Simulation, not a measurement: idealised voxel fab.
process module | voxel local oxidation
cross-section cut | 155 nm wide | cells 5 nm
A cross-section is a grid of square cells, given in bands from the top down. A band is one or more rows of cells.
Each band's line starts with the height of the band's top and of its bottom, in nm. Then come its materials from left to right, each with its width in nm. One material with "throughout" fills the band from edge to edge. "air" is empty space.
Height 0 is the level under which the wafer as received is all one material. The lowest band goes on downwards, as in "0 down".
A width such as "30 to 40" changes by the same amount from each row of cells to the next, from the band's top row to its bottom row.
"no change" after a step means that no cell of the cross-section changed.
closed voids: empty space of 8 cells or more with no open way to the top, each as width x height at its distance from the left edge, in nm
after a step's settings: what the simulator itself notes on the step
overlay nm, on a step with a mask: how far to the right of its planned place the mask lay; to the left if negative
plan
1 op RECEIVE | material Si
2 op CONFORMAL_DEP | material SiO2 | thk nm 5
3 op CONFORMAL_DEP | material SiN | thk nm 10
4 op DIRECTIONAL_DEP | material aC | thk nm 15
5 op PATTERN | tone cover | mask id ACTIVE | material resist | width nm 90 | thk nm 35 | overlay nm 0
6 op DIRECTIONAL_ETCH | etch materials aC | depth nm 15
7 op STRIP | etch materials resist
8 op DIRECTIONAL_ETCH | etch materials SiN | depth nm 10
9 op STRIP | etch materials aC
10 op SELECTIVE_ETCH | etch materials SiO2 | depth nm 5
11 op OXIDIZE | depth nm 10
12 op STRIP | etch materials SiN
as received, after step 1
  0 down: Si throughout
  closed voids: none
a wafer at the end: this start, this plan, one mistake
  5 to 0: SiO2 25 | air 100 | SiO2 30
  0 to -10: Si 15 | SiO2 120 | Si 20
  -10 down: Si throughout
  closed voids: none
what went wrong: step 5 ran as: op PATTERN | tone open | mask id ACTIVE | material resist | width nm 90 | thk nm 35 | overlay nm 0
